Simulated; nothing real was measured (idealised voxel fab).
This is a process module. Its name is voxel transistor to metal.
Square cell edge 5 nm, section width 170 nm, ID cut.
Bands, listed from the top down, are how a cross-section gets written in this document; the cross-section itself is a grid of square cells, and a band is one or more rows of them. For a band, the entry starts with two heights in nm, that of the top and then that of the bottom, and carries on with the band's materials in order from left to right, each alongside its width in nm; the word "full width" beside a single material means it fills the band edge to edge, and "empty" means empty space. Heights are expressed relative to 0, this being the level below which the as-received wafer comprises one material exclusively. The lowest band is unbounded in the downward direction and is denoted as in "0..down". The width entry "30->40" should be interpreted row by row: the top row of cells in the band takes the first number, the bottom row takes the second number, and the change between adjacent rows is uniform throughout. Reading "stayed the same" for a step: not a cell of the cross-section changed in it. Empty spaces without an open route to the top, at least 8 cells in extent, make up the entry "Tabulated closed voids"; each is given as width x height at distance, where the distance is measured from the left edge, and all are in nm. It should be noted that, on the line of a given step, the content following the step's settings is a remark produced by the simulator itself with respect to that step. overlay nm: on a step with a mask, how far right of its planned place the mask lay; negative means left.

# List of planned process steps
step 1: op RECEIVE | material Si
step 2: op OXIDIZE | depth nm 5
step 3: op CONFORMAL_DEP | material SiN | thk nm 15
step 4: op PATTERN | tone cover | mask id ACTIVE | material resist | width nm 100 | thk nm 15 | overlay nm 0
step 5: op DIRECTIONAL_ETCH | etch materials SiN | depth nm 15
step 6: op DIRECTIONAL_ETCH | etch materials SiO2 | depth nm 5
step 7: op DIRECTIONAL_ETCH | etch materials Si | depth nm 25
step 8: op STRIP | etch materials resist
step 9: op OXIDIZE | depth nm 5
step 10: op FILL_DEP | material SiO2 | thk nm 5
step 11: op CMP | height nm 15
step 12: op SELECTIVE_ETCH | etch materials SiO2 | depth nm 5
step 13: op STRIP | etch materials SiN
step 14: op SELECTIVE_ETCH | etch materials SiO2 | depth nm 5
step 15: op OXIDIZE | depth nm 5
step 16: op DIRECTIONAL_DEP | material polySi | thk nm 30
step 17: op DIRECTIONAL_DEP | material SiCN | thk nm 10
step 18: op PATTERN | tone cover | mask id GATE | material resist | width nm 20 | thk nm 15 | overlay nm 0
step 19: op DIRECTIONAL_ETCH | etch materials SiCN | depth nm 20
step 20: op DIRECTIONAL_ETCH | etch materials polySi | depth nm 40
step 21: op STRIP | etch materials resist
step 22: op CONFORMAL_DEP | material SiO2 | thk nm 5
step 23: op DIRECTIONAL_ETCH | etch materials SiO2 | depth nm 5
step 24: op CONFORMAL_DEP | material SiN | thk nm 5
step 25: op DIRECTIONAL_ETCH | etch materials SiN | depth nm 5
step 26: op DIRECTIONAL_ETCH | etch materials SiO2 | depth nm 5
step 27: op DIRECTIONAL_ETCH | etch materials Si | depth nm 5
step 28: op EPI | material pSi | thk nm 5
step 29: op FILL_DEP | material SiO2 | thk nm 10
step 30: op CMP | height nm 35
step 31: op DIRECTIONAL_DEP | material SiO2 | thk nm 15
step 32: op MASKED_ETCH | tone open | mask id CONTACT | width nm 30 | pitch nm 60 | etch materials SiO2 | depth nm 60 | overlay nm 0
step 33: op CONFORMAL_DEP | material TiN | thk nm 5
step 34: op FILL_DEP | material W | thk nm 5
step 35: op CMP | height nm 50
step 36: op CONFORMAL_DEP | material SiN | thk nm 5
step 37: op DIRECTIONAL_DEP | material SiO2 | thk nm 15
step 38: op DIRECTIONAL_DEP | material aC | thk nm 15
step 39: op PATTERN | tone open | mask id METAL_1 | material resist | width nm 20 | pitch nm 70 | thk nm 30 | overlay nm 0
step 40: op DIRECTIONAL_ETCH | etch materials aC | depth nm 15
step 41: op STRIP | etch materials resist
step 42: op DIRECTIONAL_ETCH | etch materials SiO2 | depth nm 15
step 43: op DIRECTIONAL_ETCH | etch materials SiN | depth nm 5
step 44: op STRIP | etch materials aC
step 45: op CONFORMAL_DEP | material TiN | thk nm 5
step 46: op FILL_DEP | material Cu | thk nm 5
step 47: op CMP | height nm 70
step 48: op CONFORMAL_DEP | material SiN | thk nm 5

# Cross-section of the wafer upon arrival, representing the state reached after step 1
0..down  Si full width
Tabulated closed voids: none

# As-planned run: cross-section of the first of two wafers at end of module
75..70  SiN full width
70..55  SiO2 (40); TiN (5); Cu (10); TiN (5); SiO2 (50); TiN (5); Cu (10); TiN (5); SiO2 (40)
55..50  SiN (40); TiN (20); SiN (50); TiN (20); SiN (40)
50..40  SiO2 (40); TiN (5); W (20); TiN (5); SiO2 (30); TiN (5); W (20); TiN (5); SiO2 (40)
40..35  SiO2 (40); TiN (5); W (15); TiN (10); SiO2 (30); TiN (10); W (15); TiN (5); SiO2 (40)
35..25  SiO2 (40); TiN (5); W (15); TiN (5); SiN (5); SiO2 (5); SiCN (20); SiO2 (5); SiN (5); TiN (5); W (15); TiN (5); SiO2 (40)
25..5  SiO2 (40); TiN (5); W (15); TiN (5); SiN (5); SiO2 (5); polySi (20); SiO2 (5); SiN (5); TiN (5); W (15); TiN (5); SiO2 (40)
5..-5  SiO2 (35); SiN (5); TiN (5); W (15->10); TiN (5->10); SiN (5); SiO2 (5); polySi (20); SiO2 (5); SiN (5); TiN (5->10); W (15->10); TiN (5); SiN (5); SiO2 (35)
-5..-10  SiO2 (40); TiN (20); pSi (5); SiO2 (40); pSi (5); TiN (20); SiO2 (40)
-10..-15  SiO2 (40); pSi (25); Si (40); pSi (25); SiO2 (40)
-15..-35  SiO2 (40); Si (90); SiO2 (40)
-35..down  Si full width
Tabulated closed voids: none

# Wafer two cross-section, module end. Start and plan unchanged from wafer one; one mistake made during the run
75..70  SiN full width
70..55  SiO2 (40); TiN (5); Cu (15); TiN (5); SiO2 (45); TiN (5); Cu (15); TiN (5); SiO2 (35)
55..50  SiN (40); TiN (25); SiN (45); TiN (25); SiN (35)
50..40  SiO2 (40); TiN (5); W (20); TiN (5); SiO2 (30); TiN (5); W (20); TiN (5); SiO2 (40)
40..35  SiO2 (40); TiN (5); W (15); TiN (10); SiO2 (30); TiN (10); W (15); TiN (5); SiO2 (40)
35..25  SiO2 (40); TiN (5); W (15); TiN (5); SiN (5); SiO2 (5); SiCN (20); SiO2 (5); SiN (5); TiN (5); W (15); TiN (5); SiO2 (40)
25..5  SiO2 (40); TiN (5); W (15); TiN (5); SiN (5); SiO2 (5); polySi (20); SiO2 (5); SiN (5); TiN (5); W (15); TiN (5); SiO2 (40)
5..-5  SiO2 (35); SiN (5); TiN (5); W (15->10); TiN (5->10); SiN (5); SiO2 (5); polySi (20); SiO2 (5); SiN (5); TiN (5->10); W (15->10); TiN (5); SiN (5); SiO2 (35)
-5..-10  SiO2 (40); TiN (20); pSi (5); SiO2 (40); pSi (5); TiN (20); SiO2 (40)
-10..-15  SiO2 (40); pSi (25); Si (40); pSi (25); SiO2 (40)
-15..-35  SiO2 (40); Si (90); SiO2 (40)
-35..down  Si full width
Tabulated closed voids: none
Here's what went sideways: rather than as planned, step 39 actually ran as op PATTERN | tone open | mask id METAL_1 | material resist | width nm 25 | pitch nm 70 | thk nm 30 | overlay nm 0
End of process, cell counts, second wafer against first, materials with more or fewer: Cu +6, SiN -2, SiO2 -6, TiN +2
